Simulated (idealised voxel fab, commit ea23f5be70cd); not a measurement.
Process module, titled voxel tone inversion
Each square cell in cross-section cut measures 5 nm, and the section as a whole is 180 nm wide.
Cross-section, as written here: a square-cell grid given band by band from the top down, where a band holds one or more rows of cells.
Heads up on the band format: heights come first, top then bottom, in nm. After that it's the materials left to right, each with its width in nm. A single material flagged "everywhere" fills the whole band edge to edge, and "empty" means there's empty space there.
Beneath 0, the wafer as received is one material, and that level is where height counting begins. The lowest band goes on downward without a bottom; it is written like "from 0 down".
When a width is written as two numbers, as in "30..40", the first number is the width in the top row of cells of the band and the second is the width in its bottom row, and the width changes by the same amount from each row to the next.
"all unchanged" for a step: no cell of the cross-section changed in that step.
Each empty space that has no open way to the top and spans at least 8 cells appears under "Non-vented voids" as width x height at distance, the distance counted from the left edge, all in nm.
That trailing text on a step's line, after the settings, is the simulator's own remark on the step.
The optional step-line setting "overlay nm" applies to steps with a mask and quantifies how far to the right of its planned location the mask lay, a negative value indicating leftward placement.
### This section lists the process steps that were planned
1 op RECEIVE | material Si
2 op CONFORMAL_DEP | material SiN | thk nm 5
3 op DIRECTIONAL_DEP | material aC | thk nm 15
4 op PATTERN | tone cover | mask id POSTS | material resist | width nm 15 | pitch nm 40 | thk nm 20 | overlay nm 0
5 op DIRECTIONAL_ETCH | etch materials aC | depth nm 15
6 op STRIP | etch materials resist
7 op FILL_DEP | material SiO2 | thk nm 5
8 op CMP | height nm 20
9 op STRIP | etch materials aC
### The cross-section here shows the wafer as received, i.e. in its state after step 1
from 0 down  Si everywhere
Non-vented voids: none
### Cross-sectional image of the first of two wafers at the end of the module, the run having proceeded as planned
from 20 to 5  SiO2 40 nm; empty 15 nm; SiO2 25 nm; empty 15 nm; SiO2 25 nm; empty 15 nm; SiO2 45 nm
from 5 to 0  SiN everywhere
from 0 down  Si everywhere
Non-vented voids: none
### The second wafer, shown in cross-section after the module: started the same way as the first and given the same plan, yet one mistake crept into how it was run
from 20 to 5  SiO2 50 nm; empty 15 nm; SiO2 25 nm; empty 15 nm; SiO2 25 nm; empty 15 nm; SiO2 35 nm
from 5 to 0  SiN everywhere
from 0 down  Si everywhere
Non-vented voids: none
Diagnosis: step 4 was not run as planned; what actually ran was op PATTERN | tone cover | mask id POSTS | material resist | width nm 15 | pitch nm 40 | thk nm 20 | overlay nm 10
The concluding comparison shows that, measured in cells, each material is equally abundant on both wafers, albeit at different positions.
